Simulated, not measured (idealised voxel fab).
Name of the process module below: voxel capacitor over wiring
The cross-section on display is named cut; it measures 165 nm wide, and its cells are 5 nm squares.
A cross-section in this document is a grid of square cells, and it is written down as bands, the top band listed before the ones below it; a band is made up of one or more rows of cells. For a band, the entry starts with two heights in nm, that of the top and then that of the bottom, and carries on with the band's materials in order from left to right, each alongside its width in nm; the word "throughout" beside a single material means it fills the band edge to edge, and "empty" means empty space. Basically, 0 is our baseline, since under it the wafer straight out of the box is all one material. The bottom band has no lower end and keeps on going down, so it looks like "0 and below". Width: "30->40" (first number = top row, second number = bottom row, same change from row to row of cells). What does "everything unchanged" mean for a step? It means no cell of the cross-section changed in that step. Each empty space that has no open way to the top and spans at least 8 cells appears under "Sealed internal cavities" as width x height at distance, the distance counted from the left edge, all in nm. Whatever follows a step's settings on its line is a remark the simulator itself makes about that step. overlay nm: mask right of planned place by this much (step with mask). Neg. = left.
Listed below are the process steps as planned
1,RECEIVE, material Si
2,CONFORMAL_DEP, material SiO2, thk nm 10
3,DIRECTIONAL_DEP, material TiN, thk nm 5
4,DIRECTIONAL_DEP, material W, thk nm 15
5,MASKED_ETCH, tone cover, mask id METAL_1, width nm 30, pitch nm 95, etch materials W, depth nm 15, overlay nm 0
6,MASKED_ETCH, tone cover, mask id METAL_1, width nm 30, pitch nm 95, etch materials TiN, depth nm 5, overlay nm 0
7,FILL_DEP, material lowk, thk nm 10
8,CMP, height nm 30
9,CONFORMAL_DEP, material SiCN, thk nm 5
10,DIRECTIONAL_DEP, material SiO2, thk nm 20
11,PATTERN, tone open, mask id PLUG_1, material resist, width nm 15, thk nm 15, overlay nm 0
12,DIRECTIONAL_ETCH, etch materials SiO2, depth nm 20
13,DIRECTIONAL_ETCH, etch materials SiCN, depth nm 5
14,STRIP, etch materials resist
15,CONFORMAL_DEP, material TiN, thk nm 5
16,FILL_DEP, material W, thk nm 5
17,CMP, height nm 55
18,DIRECTIONAL_DEP, material TiN, thk nm 10
19,DIRECTIONAL_DEP, material SiN, thk nm 5
20,DIRECTIONAL_DEP, material TiN, thk nm 5
21,DIRECTIONAL_DEP, material aC, thk nm 10
22,PATTERN, tone cover, mask id UPPER_PLATE, material resist, width nm 70, thk nm 30, overlay nm 0
23,DIRECTIONAL_ETCH, etch materials aC, depth nm 10
24,STRIP, etch materials resist
25,DIRECTIONAL_ETCH, etch materials TiN, depth nm 5
26,DIRECTIONAL_ETCH, etch materials SiN, depth nm 5
27,STRIP, etch materials aC
28,PATTERN, tone cover, mask id LOWER_PLATE, material resist, width nm 80, thk nm 15, overlay nm 0
29,DIRECTIONAL_ETCH, etch materials TiN, depth nm 10
30,STRIP, etch materials resist
31,FILL_DEP, material SiO2, thk nm 20
32,CMP, height nm 90
33,MASKED_ETCH, tone open, mask id PLUG_2, width nm 15, etch materials SiO2, depth nm 15, overlay nm 0
34,CONFORMAL_DEP, material TiN, thk nm 5
35,FILL_DEP, material Ru, thk nm 5
36,CMP, height nm 90
37,CONFORMAL_DEP, material SiN, thk nm 5
Cross-section of the wafer at receipt, which is the condition after step 1
0 and below: Si throughout
Sealed internal cavities: none
Run as planned - first of the two wafers cross-sectioned at the end of the module
95 down to 90: SiN throughout
90 down to 80: SiO2 (45), TiN (5), Ru (5), TiN (5), SiO2 (105)
80 down to 70: SiO2 (45->35), TiN (15->70), SiO2 (105->60)
70 down to 65: SiO2 (35), SiN (70), SiO2 (60)
65 down to 55: SiO2 (30), TiN (80), SiO2 (55)
55 down to 35: SiO2 (35), TiN (5), W (5), TiN (5), SiO2 (115)
35 down to 30: SiCN (35), TiN (15), SiCN (115)
30 down to 15: lowk (20), W (30), lowk (65), W (30), lowk (20)
15 down to 10: lowk (20), TiN (30), lowk (65), TiN (30), lowk (20)
10 down to 0: SiO2 throughout
0 and below: Si throughout
Sealed internal cavities: none
This cross-section belongs to the second wafer of two at the end of the module; the start and the plan were shared with the first, and the run included one mistake
95 down to 90: SiN throughout
90 down to 80: SiO2 (45), TiN (5), Ru (5), TiN (5), SiO2 (105)
80 down to 70: SiO2 (45->35), TiN (15->70), SiO2 (105->60)
70 down to 65: SiO2 (35), SiN (70), SiO2 (60)
65 down to 55: SiCN throughout
55 down to 35: SiO2 (35), TiN (5), W (5), TiN (5), SiO2 (115)
35 down to 30: SiCN (35), TiN (15), SiCN (115)
30 down to 15: lowk (20), W (30), lowk (65), W (30), lowk (20)
15 down to 10: lowk (20), TiN (30), lowk (65), TiN (30), lowk (20)
10 down to 0: SiO2 throughout
0 and below: Si throughout
Sealed internal cavities: none
what went wrong: in deviation from the planned setting, step 18 was conducted as DIRECTIONAL_DEP, material SiCN, thk nm 10
The final cell counts differ between the wafers, with the second having more or fewer of some materials than the first: SiCN +66, SiO2 -34, TiN -32
